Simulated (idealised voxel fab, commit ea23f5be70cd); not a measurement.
This section sets out a process module, namely voxel capacitor over wiring.
This is section cut - it's 210 nm across, gridded in 5 nm square cells.
This document writes a cross-section as a grid whose cells are square, and gives it as bands, listed from the top down; one or more rows of cells form a band. The entry gives the band's vertical extent as a top height and a bottom height in nm, then its horizontal make-up as materials from left to right, each with a width in nm. "blank" stands for empty space; a single material marked "all across" fills the band edge to edge. Heights are measured from 0, the level below which the as-received wafer is all one material; the lowest band has no bottom and continues downward, written as in "0..down". With a width like "30 to 40", each row of cells in the band differs from the next by the same amount, the top row carrying the first number and the bottom row the second. "nothing was modified" for a step: no cell of the cross-section changed in that step. "Enclosed void entries" lists enclosed empty spaces (at least 8 cells, no open path upward to the top), each as width x height at distance from the left edge, in nm. Note: text after step settings on the step line = simulator remark on that step. The "overlay nm" setting may appear on a step's line; for a step that uses a mask, it gives how far to the right of its planned position the mask lay, and a negative value indicates the left.

The steps planned for the process are as follows
1) RECEIVE: material Si
2) CONFORMAL_DEP: material SiO2, thk nm 15
3) CONFORMAL_DEP: material SiN, thk nm 5
4) DIRECTIONAL_DEP: material lowk, thk nm 15
5) PATTERN: tone open, mask id METAL_1, material resist, width nm 20, pitch nm 75, thk nm 20, overlay nm 0
6) DIRECTIONAL_ETCH: etch materials lowk, depth nm 15
7) DIRECTIONAL_ETCH: etch materials SiN, depth nm 5
8) STRIP: etch materials resist
9) CONFORMAL_DEP: material TiN, thk nm 5
10) FILL_DEP: material Ru, thk nm 10
11) CMP: height nm 35
12) EPI: material Ru, thk nm 5
13) FILL_DEP: material SiCN, thk nm 5
14) DIRECTIONAL_DEP: material lowk, thk nm 10
15) MASKED_ETCH: tone open, mask id PLUG_1, width nm 15, etch materials lowk, depth nm 10, overlay nm 0
16) MASKED_ETCH: tone open, mask id PLUG_1, width nm 15, etch materials SiCN, depth nm 5, overlay nm 0
17) EPI: material Ru, thk nm 10
18) EPI: material Ru, thk nm 5
19) DIRECTIONAL_DEP: material TiN, thk nm 5
20) DIRECTIONAL_DEP: material Al2O3, thk nm 5
21) DIRECTIONAL_DEP: material TiN, thk nm 5
22) DIRECTIONAL_DEP: material aC, thk nm 15
23) PATTERN: tone cover, mask id UPPER_PLATE, material resist, width nm 60, thk nm 35, overlay nm 0
24) DIRECTIONAL_ETCH: etch materials aC, depth nm 15
25) STRIP: etch materials resist
26) DIRECTIONAL_ETCH: etch materials TiN, depth nm 5
27) DIRECTIONAL_ETCH: etch materials Al2O3, depth nm 5
28) STRIP: etch materials aC
29) MASKED_ETCH: tone cover, mask id LOWER_PLATE, width nm 70, etch materials TiN, depth nm 5, overlay nm 0
30) FILL_DEP: material SiO2, thk nm 20
31) CMP: height nm 85
32) PATTERN: tone open, mask id PLUG_2, material resist, width nm 15, thk nm 20, overlay nm 0
33) DIRECTIONAL_ETCH: etch materials SiO2, depth nm 15
34) STRIP: etch materials resist
35) CONFORMAL_DEP: material TiN, thk nm 5
36) FILL_DEP: material Cu, thk nm 10
37) CMP: height nm 85
38) CONFORMAL_DEP: material SiCN, thk nm 5

Delivered wafer in cross-section: state after step 1
* 0..down | Si all across
* Enclosed void entries: none

Final cross-section, module run with one mistake (start and plan as above)
* 90..85 | SiCN all across
* 85..75 | 70 of SiO2; 5 of TiN; 5 of Cu; 5 of TiN; 125 of SiO2
* 75..65 | 70 to 60 of SiO2; 15 to 60 of TiN; 125 to 90 of SiO2
* 65..60 | 60 of SiO2; 60 of Al2O3; 90 of SiO2
* 60..55 | 55 of SiO2; 70 of TiN; 85 of SiO2
* 55..45 | 60 of lowk; 15 of Ru; 135 of lowk
* 45..40 | 60 of SiCN; 15 of Ru; 135 of SiCN
* 40..35 | Ru all across
* 35..30 | 60 of TiN; 10 of Ru; 65 of TiN; 10 of Ru; 65 of TiN
* 30..15 | 55 of lowk; 5 of TiN; 10 of Ru; 5 of TiN; 55 of lowk; 5 of TiN; 10 of Ru; 5 of TiN; 60 of lowk
* 15..10 | 55 of SiN; 20 of TiN; 55 of SiN; 20 of TiN; 60 of SiN
* 10..0 | SiO2 all across
* 0..down | Si all across
* Enclosed void entries: none
Against the plan, the run slipped here: in deviation from the planned setting, step 2 was conducted as CONFORMAL_DEP: material SiO2, thk nm 10
